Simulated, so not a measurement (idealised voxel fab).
The document below concerns the process module designated voxel transistor to metal.
Shown is cross-section cut, with a width of 150 nm and square cells of size 5 nm.
A cross-section is written here as square cells arranged in a grid, and it is given in bands from the top down, each band taking up one or more rows of cells.
Heights first: top, then bottom, in nm. Then materials, left to right, each with a width in nm. "throughout" on a single material: fills the band edge to edge. "air": empty space.
Measure heights from 0. That's the level where, below it, the as-received wafer is all one material. The lowest band is bottomless and extends downward; write it as in "0 and below".
Think of "30..40" as a width that walks from the first number to the second as you go down the band, top row to bottom row, taking equal-sized steps from row to row.
Reading "left unchanged" for a step: not a cell of the cross-section changed in it.
So "Catalogued sealed voids" is basically the list of trapped voids: any empty space of 8 cells or more that can't reach the top through an opening. They're written width x height at distance, the distance being from the left edge, and it's all nm.
Formally, on a step line, whatever follows the settings is a remark that the simulator itself makes on the step.
The line of a step may include "overlay nm". On a step with a mask, this value is how far to the right of its planned place the mask lay. A negative value means the mask lay to the left.

### Intended process steps
1) RECEIVE: material Si
2) CONFORMAL_DEP: material SiO2, thk nm 5
3) CONFORMAL_DEP: material SiN, thk nm 10
4) PATTERN: tone cover, mask id ACTIVE, material resist, width nm 90, thk nm 15, overlay nm 0
5) DIRECTIONAL_ETCH: etch materials SiN, depth nm 10
6) DIRECTIONAL_ETCH: etch materials SiO2, depth nm 5
7) DIRECTIONAL_ETCH: etch materials Si, depth nm 30
8) STRIP: etch materials resist
9) FILL_DEP: material SiO2, thk nm 5
10) CMP: height nm 15
11) SELECTIVE_ETCH: etch materials SiO2, depth nm 5
12) STRIP: etch materials SiN
13) SELECTIVE_ETCH: etch materials SiO2, depth nm 5
14) OXIDIZE: depth nm 5
15) DIRECTIONAL_DEP: material polySi, thk nm 30
16) DIRECTIONAL_DEP: material SiCN, thk nm 15
17) DIRECTIONAL_DEP: material aC, thk nm 15
18) PATTERN: tone cover, mask id GATE, material resist, width nm 20, thk nm 35, overlay nm 0
19) DIRECTIONAL_ETCH: etch materials aC, depth nm 15
20) STRIP: etch materials resist
21) DIRECTIONAL_ETCH: etch materials SiCN, depth nm 25
22) DIRECTIONAL_ETCH: etch materials polySi, depth nm 40
23) STRIP: etch materials aC
24) CONFORMAL_DEP: material SiN, thk nm 5
25) DIRECTIONAL_ETCH: etch materials SiN, depth nm 5
26) DIRECTIONAL_ETCH: etch materials SiO2, depth nm 5
27) DIRECTIONAL_ETCH: etch materials Si, depth nm 10
28) EPI: material SiGe, thk nm 15
29) FILL_DEP: material SiO2, thk nm 10
30) CMP: height nm 45
31) DIRECTIONAL_DEP: material SiO2, thk nm 15
32) DIRECTIONAL_DEP: material aC, thk nm 15
33) PATTERN: tone open, mask id CONTACT, material resist, width nm 15, pitch nm 65, thk nm 35, overlay nm 0
34) DIRECTIONAL_ETCH: etch materials aC, depth nm 15
35) STRIP: etch materials resist
36) DIRECTIONAL_ETCH: etch materials SiO2, depth nm 60
37) STRIP: etch materials aC
38) CONFORMAL_DEP: material TiN, thk nm 5
39) FILL_DEP: material Ru, thk nm 5
40) CMP: height nm 60
41) CONFORMAL_DEP: material SiN, thk nm 5
42) DIRECTIONAL_DEP: material SiO2, thk nm 25
43) MASKED_ETCH: tone open, mask id METAL_1, width nm 15, pitch nm 65, etch materials SiO2, depth nm 25, overlay nm 0
44) MASKED_ETCH: tone open, mask id METAL_1, width nm 15, pitch nm 65, etch materials SiN, depth nm 5, overlay nm 0
45) CONFORMAL_DEP: material TiN, thk nm 5
46) FILL_DEP: material Ru, thk nm 5
47) CMP: height nm 90
48) CONFORMAL_DEP: material SiCN, thk nm 5
Among the wafers covered here, the point of difference is the width nm at step 33; their starting state is shared, and the plan presents the value of the first wafer.

### The first of several wafers, as received after step 1, seen in section
0 and below  Si throughout
Catalogued sealed voids: none

### Table: wafers, a row each; end-of-module cell change per material since receipt, gain (+), loss (-); then closed voids
width nm 15, +28 Ru, -114 Si, +42 SiCN, +48 SiGe, +44 SiN, +422 SiO2, +76 TiN, +24 polySi, Catalogued sealed voids: none
width nm 20, +48 Ru, -114 Si, +42 SiCN, +48 SiGe, +44 SiN, +400 SiO2, +78 TiN, +24 polySi, Catalogued sealed voids: none
width nm 25, +68 Ru, -114 Si, +42 SiCN, +48 SiGe, +44 SiN, +378 SiO2, +80 TiN, +24 polySi, Catalogued sealed voids: none
width nm 30, +87 Ru, -114 Si, +42 SiCN, +48 SiGe, +44 SiN, +357 SiO2, +82 TiN, +24 polySi, Catalogued sealed voids: none
